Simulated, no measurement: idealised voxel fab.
Herein follows the process module entitled voxel self aligned contacts.
This is section cut - it's 290 nm across, gridded in 5 nm square cells.
Throughout this document, each cross-section is represented as a grid of square cells and is presented as a sequence of bands enumerated from the top downward, where a band comprises one or more rows of cells.
Heights first: top, then bottom, in nm. Then materials, left to right, each with a width in nm. "full width" on a single material: fills the band edge to edge. "air": empty space.
Heights are measured from 0, the level below which the as-received wafer is all one material; the lowest band has no bottom and continues downward, written as in "from 0 down".
Note: "30 to 40" means the width goes from the first number (top row of the band) to the second number (bottom row) in equal steps per row of cells.
No cell of the cross-section changed in a step that is given as "no alterations made".
Empty spaces without an open route to the top, at least 8 cells in extent, make up the entry "Closed void list"; each is given as width x height at distance, where the distance is measured from the left edge, and all are in nm.
Where a step's line continues beyond its settings, the continuation is a remark by the simulator itself on that step.
overlay nm: for a step with a mask, the amount by which the mask lay right of where it was planned; a negative amount means left of it.
# Here's what the planned process steps look like
step 1: RECEIVE, material Si
step 2: OXIDIZE, depth nm 5
step 3: DIRECTIONAL_DEP, material polySi, thk nm 25
step 4: DIRECTIONAL_DEP, material SiN, thk nm 20
step 5: DIRECTIONAL_DEP, material aC, thk nm 15
step 6: PATTERN, tone cover, mask id GATE, material resist, width nm 25, pitch nm 70, thk nm 30, overlay nm 0
step 7: DIRECTIONAL_ETCH, etch materials aC, depth nm 15
step 8: STRIP, etch materials resist
step 9: DIRECTIONAL_ETCH, etch materials SiN, depth nm 20
step 10: DIRECTIONAL_ETCH, etch materials polySi, depth nm 25
step 11: STRIP, etch materials aC
step 12: CONFORMAL_DEP, material SiN, thk nm 10
step 13: DIRECTIONAL_ETCH, etch materials SiN, depth nm 10
step 14: FILL_DEP, material SiO2, thk nm 20
step 15: CMP, height nm 55
step 16: MASKED_ETCH, tone open, mask id CONTACT, width nm 55, etch materials SiO2, depth nm 60, overlay nm 0
step 17: CONFORMAL_DEP, material TiN, thk nm 5
step 18: FILL_DEP, material W, thk nm 10
step 19: CMP, height nm 55
step 20: CONFORMAL_DEP, material SiN, thk nm 5
# Delivered wafer in cross-section: state after step 1
from 0 down: Si full width
Closed void list: none
# The first of the two wafers as seen in cross-section once the module was finished; processing followed the plan
from 60 to 55: SiN full width
from 55 to 45: 115 SiO2, then 5 to 20 TiN, then 45 to 15 W, then 5 to 20 TiN, then 120 SiO2
from 45 to 25: 85 SiO2, then 45 SiN, then 5 TiN, then 15 W, then 5 TiN, then 45 SiN, then 90 SiO2
from 25 to 0: 85 SiO2, then 10 SiN, then 25 polySi, then 10 SiN, then 5 TiN, then 15 W, then 5 TiN, then 10 SiN, then 25 polySi, then 10 SiN, then 90 SiO2
from 0 to -5: 130 SiO2, then 25 TiN, then 135 SiO2
from -5 down: Si full width
Closed void list: none
# Here is the second of the two wafers cut open at the end of the module - same start, same plan as the first one, but we made one mistake running it
from 60 to 55: SiN full width
from 55 to 50: 115 SiO2, then 5 TiN, then 45 W, then 5 TiN, then 120 SiO2
from 50 to 45: 115 SiO2, then 55 TiN, then 120 SiO2
from 45 to 25: 105 SiN, then 5 SiO2, then 65 SiN, then 5 SiO2, then 110 SiN
from 25 to 0: 95 polySi, then 10 SiN, then 5 SiO2, then 10 SiN, then 45 polySi, then 10 SiN, then 5 SiO2, then 10 SiN, then 100 polySi
from 0 to -5: SiO2 full width
from -5 down: Si full width
Closed void list: none
Which mistake was made when the wafer was run? for step 6, the planned setting was not used; the step was instead run as PATTERN, tone open, mask id GATE, material resist, width nm 25, pitch nm 70, thk nm 30, overlay nm 0
The final cell counts differ between the wafers, with the second having more or fewer of some materials than the first: SiN +152, SiO2 -292, TiN -20, W -30, polySi +190
